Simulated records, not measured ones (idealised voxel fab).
Name of the process module below: voxel self aligned contacts
It is cross-section cut that appears here, measuring 185 nm in width, its square cells being 5 nm in size.
Heads up, the way a cross-section reads in here is a grid of square cells, handed over as bands from the top down, with every band being one or more rows of cells. What a band's entry tells you: where the top is and where the bottom is, as heights in nm, and after that what lies inside, material by material from left to right, each with its width in nm. Empty space is written as the word "empty", and a single material marked with the word "throughout" occupies the band from edge to edge. Heights are reckoned from 0. Under this level, the received wafer is all of one material. The bottommost band is open-ended downward, for example "0 down". A width such as "30->40" changes by the same amount from each row of cells to the next, from the band's top row to its bottom row. Any step labelled "remained unchanged" changed none of the cells in the cross-section. Basically, "Enclosed void list" tells you about the enclosed voids: empty spaces with no open way to the top, 8 cells or bigger, each written width x height at distance, where distance is from the left edge, all in nm. Note: text after step settings on the step line = simulator remark on that step. overlay nm: step with mask; distance mask lay right of planned place; negative value = left of planned place.

**Listed below are the process steps as planned**
step 1: RECEIVE | material Si
step 2: CONFORMAL_DEP | material SiO2 | thk nm 5
step 3: DIRECTIONAL_DEP | material polySi | thk nm 25
step 4: DIRECTIONAL_DEP | material SiN | thk nm 20
step 5: MASKED_ETCH | tone cover | mask id GATE | width nm 25 | pitch nm 55 | etch materials SiN | depth nm 20 | overlay nm 0
step 6: MASKED_ETCH | tone cover | mask id GATE | width nm 25 | pitch nm 55 | etch materials polySi | depth nm 25 | overlay nm 0
step 7: CONFORMAL_DEP | material SiN | thk nm 5
step 8: DIRECTIONAL_ETCH | etch materials SiN | depth nm 5
step 9: FILL_DEP | material SiO2 | thk nm 15
step 10: CMP | height nm 60
step 11: DIRECTIONAL_DEP | material aC | thk nm 15
step 12: PATTERN | tone open | mask id CONTACT | material resist | width nm 40 | thk nm 35 | overlay nm 0
step 13: DIRECTIONAL_ETCH | etch materials aC | depth nm 15
step 14: STRIP | etch materials resist
step 15: DIRECTIONAL_ETCH | etch materials SiO2 | depth nm 60
step 16: STRIP | etch materials aC
step 17: CONFORMAL_DEP | material TiN | thk nm 5
step 18: FILL_DEP | material Ru | thk nm 10
step 19: CMP | height nm 60
step 20: CONFORMAL_DEP | material SiCN | thk nm 5

**Delivered wafer in cross-section: state after step 1**
	0 down  Si throughout
	Enclosed void list: none

**Final cross-section, module run with one mistake (start and plan as above)**
	80 to 75  SiCN throughout
	75 to 65  Ru throughout
	65 to 60  TiN 75 nm  Ru 30 nm  TiN 80 nm
	60 to 50  SiO2 70 nm  TiN 5->15 nm  Ru 30->10 nm  TiN 5->15 nm  SiO2 75 nm
	50 to 30  SiO2 45 nm  SiN 35 nm  TiN 5 nm  Ru 10 nm  TiN 5 nm  SiN 35 nm  SiO2 50 nm
	30 to 5  SiO2 45 nm  SiN 5 nm  polySi 25 nm  SiN 5 nm  TiN 5 nm  Ru 10 nm  TiN 5 nm  SiN 5 nm  polySi 25 nm  SiN 5 nm  SiO2 50 nm
	5 to 0  SiO2 80 nm  TiN 20 nm  SiO2 85 nm
	0 down  Si throughout
	Enclosed void list: none
Misprocessing identified: plan step 19 never ran because it was skipped
